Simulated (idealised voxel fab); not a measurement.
The document below concerns the process module designated voxel capacitor over wiring.
In the cross-section labelled cut, the width is 290 nm and each square cell is 5 nm.
Heads up, the way a cross-section reads in here is a grid of square cells, handed over as bands from the top down, with every band being one or more rows of cells.
Look at the band entry: it leads with the top's height and the bottom's height in nm. Then it lists the materials left to right, with a width in nm for each. The word "throughout" on a single material says that material fills the band edge to edge. The word "air" is empty space.
Height reference: 0 = level under which incoming wafer is all one material. Lowest band: no bottom, runs on downward, e.g. "from 0 down".
Quick explanation for "30->40": the width changes in equal steps down the rows of cells, from the first number in the band's top row to the second number in its bottom row.
"nothing was modified" for a step: no cell of the cross-section changed in that step.
You'll see "Enclosed void catalog" listing empty spaces that have no way open to the top, as long as they're 8 cells or more; the notation is width x height at distance, where the distance is from the left edge, and all of it is in nm.
Text after the settings on a step's line: the simulator's own remark on that step.
A step's line can hold "overlay nm"; with a mask on that step, the setting says how far right of the planned place the mask lay, while a negative setting says it lay to the left.
This section lists the process steps that were planned:
| 1 | RECEIVE (material Si) |
| 2 | CONFORMAL_DEP (material SiO2; thk nm 10) |
| 3 | DIRECTIONAL_DEP (material TiN; thk nm 5) |
| 4 | DIRECTIONAL_DEP (material W; thk nm 25) |
| 5 | MASKED_ETCH (tone cover; mask id METAL_1; width nm 20; pitch nm 90; etch materials W; depth nm 25; overlay nm 0) |
| 6 | MASKED_ETCH (tone cover; mask id METAL_1; width nm 20; pitch nm 90; etch materials TiN; depth nm 5; overlay nm 0) |
| 7 | FILL_DEP (material SiO2; thk nm 10) |
| 8 | CMP (height nm 40) |
| 9 | CONFORMAL_DEP (material SiCN; thk nm 5) |
| 10 | DIRECTIONAL_DEP (material SiO2; thk nm 20) |
| 11 | MASKED_ETCH (tone open; mask id PLUG_1; width nm 15; etch materials SiO2; depth nm 20; overlay nm 0) |
| 12 | MASKED_ETCH (tone open; mask id PLUG_1; width nm 15; etch materials SiCN; depth nm 5; overlay nm 0) |
| 13 | EPI (material Ru; thk nm 10) |
| 14 | EPI (material Ru; thk nm 10) |
| 15 | EPI (material Ru; thk nm 5) |
| 16 | DIRECTIONAL_DEP (material TiN; thk nm 10) |
| 17 | DIRECTIONAL_DEP (material HfO2; thk nm 5) |
| 18 | DIRECTIONAL_DEP (material TiN; thk nm 5) |
| 19 | MASKED_ETCH (tone cover; mask id UPPER_PLATE; width nm 75; etch materials TiN; depth nm 5; overlay nm 0) |
| 20 | MASKED_ETCH (tone cover; mask id UPPER_PLATE; width nm 75; etch materials HfO2; depth nm 5; overlay nm 0) |
| 21 | DIRECTIONAL_DEP (material aC; thk nm 15) |
| 22 | PATTERN (tone cover; mask id LOWER_PLATE; material resist; width nm 85; thk nm 30; overlay nm 0) |
| 23 | DIRECTIONAL_ETCH (etch materials aC; depth nm 15) |
| 24 | STRIP (etch materials resist) |
| 25 | DIRECTIONAL_ETCH (etch materials TiN; depth nm 10) |
| 26 | STRIP (etch materials aC) |
| 27 | FILL_DEP (material SiO2; thk nm 15) |
| 28 | CMP (height nm 95) |
| 29 | DIRECTIONAL_DEP (material aC; thk nm 15) |
| 30 | PATTERN (tone open; mask id PLUG_2; material resist; width nm 15; thk nm 30; overlay nm 0) |
| 31 | DIRECTIONAL_ETCH (etch materials aC; depth nm 15) |
| 32 | STRIP (etch materials resist) |
| 33 | DIRECTIONAL_ETCH (etch materials SiO2; depth nm 10) |
| 34 | STRIP (etch materials aC) |
| 35 | CONFORMAL_DEP (material TiN; thk nm 5) |
| 36 | FILL_DEP (material W; thk nm 5) |
| 37 | CMP (height nm 95) |
| 38 | CONFORMAL_DEP (material SiCN; thk nm 5) |
as received, after step 1:
  from 0 down = Si throughout
  Enclosed void catalog: none
Wafer cross-section at module end: first of two, run to plan:
  from 100 to 95 = SiCN throughout
  from 95 to 90 = SiO2 (105)  TiN (5)  W (5)  TiN (5)  SiO2 (170)
  from 90 to 80 = SiO2 (105->95)  TiN (15->75)  SiO2 (170->120)
  from 80 to 75 = SiO2 (95)  HfO2 (75)  SiO2 (120)
  from 75 to 65 = SiO2 (90)  TiN (85)  SiO2 (115)
  from 65 to 45 = SiO2 (95)  Ru (15)  SiO2 (180)
  from 45 to 40 = SiCN (95)  Ru (15)  SiCN (180)
  from 40 to 15 = SiO2 (90)  W (20)  SiO2 (70)  W (20)  SiO2 (90)
  from 15 to 10 = SiO2 (90)  TiN (20)  SiO2 (70)  TiN (20)  SiO2 (90)
  from 10 to 0 = SiO2 throughout
  from 0 down = Si throughout
  Enclosed void catalog: none
Cross-section, wafer two of two, end of module: same start and plan as wafer one, one error in execution:
  from 100 to 95 = SiCN throughout
  from 95 to 90 = SiO2 (105)  TiN (5)  W (5)  TiN (5)  SiO2 (170)
  from 90 to 80 = SiO2 (105->95)  TiN (15->75)  SiO2 (170->120)
  from 80 to 75 = SiO2 (95)  HfO2 (75)  SiO2 (120)
  from 75 to 65 = SiO2 (95)  TiN (80)  SiO2 (115)
  from 65 to 45 = SiO2 (95)  Ru (15)  SiO2 (180)
  from 45 to 40 = SiCN (95)  Ru (15)  SiCN (180)
  from 40 to 15 = SiO2 (90)  W (20)  SiO2 (70)  W (20)  SiO2 (90)
  from 15 to 10 = SiO2 (90)  TiN (20)  SiO2 (70)  TiN (20)  SiO2 (90)
  from 10 to 0 = SiO2 throughout
  from 0 down = Si throughout
  Enclosed void catalog: none
Deviation noted in wafer processing: step 22 deviated from plan and actually ran as PATTERN (tone cover; mask id LOWER_PLATE; material resist; width nm 80; thk nm 30; overlay nm 0)
It is noted that, at the conclusion of processing, the second wafer exhibits a higher or lower cell count for certain materials relative to the first: +2 SiO2, -2 TiN
